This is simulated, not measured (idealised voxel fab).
The following process module bears the name voxel spacer lines.
Pictured: cross-section cut, 300 nm wide, on a grid of 5 nm square cells.
Throughout this document, each cross-section is represented as a grid of square cells and is presented as a sequence of bands enumerated from the top downward, where a band comprises one or more rows of cells. Per band: top height and bottom height in nm, followed by the left-to-right materials and their widths in nm; "everywhere" marks a single material spanning edge to edge, "air" marks empty space. A quick word on heights: they are counted from 0, and under that level the wafer as it came to us is one material throughout. The lowest band is different from the rest in having no bottom; it simply continues downward, written as in "0 down". When a width is written as two numbers, as in "30 to 40", the first number is the width in the top row of cells of the band and the second is the width in its bottom row, and the width changes by the same amount from each row to the next. Basically "remains unaltered" means that step didn't change any cell in the cross-section. "Closed internal cavities" - sealed voids, min. 8 cells, no opening to top; format: width x height at distance (distance from left edge; nm throughout). That trailing text on a step's line, after the settings, is the simulator's own remark on the step. "overlay nm" on a masked step: distance the mask lay right of its planned place, negative for left.

Planned process steps
1) RECEIVE with material Si
2) CONFORMAL_DEP with material SiO2, thk nm 10
3) DIRECTIONAL_DEP with material polySi, thk nm 15
4) DIRECTIONAL_DEP with material aC, thk nm 25
5) PATTERN with tone cover, mask id MANDREL, material resist, width nm 15, pitch nm 50, thk nm 30, overlay nm 0
6) DIRECTIONAL_ETCH with etch materials aC, depth nm 25
7) STRIP with etch materials resist
8) CONFORMAL_DEP with material SiN, thk nm 10
9) DIRECTIONAL_ETCH with etch materials SiN, depth nm 10
10) STRIP with etch materials aC
11) DIRECTIONAL_ETCH with etch materials polySi, depth nm 15
12) STRIP with etch materials SiN
13) FILL_DEP with material lowk, thk nm 5
14) CMP with height nm 25
Wafers differ in width nm at step 5; plan lists the first wafer's value; identical starting state.

Cross-section of the first incoming wafer of several, state after step 1
> 0 down = Si everywhere
> Closed internal cavities: none

So in this table every wafer gets its own row, and what you see is where it stands at the end of the module: for each material, how many cells it picked up (+) or gave up (-) since we received it, and after that its closed voids
width nm 15, +120 SiO2, +156 lowk, +24 polySi, Closed internal cavities: none
width nm 20, +120 SiO2, +156 lowk, +24 polySi, Closed internal cavities: none
width nm 25, +120 SiO2, +156 lowk, +24 polySi, Closed internal cavities: none
width nm 30, +120 SiO2, +156 lowk, +24 polySi, Closed internal cavities: none
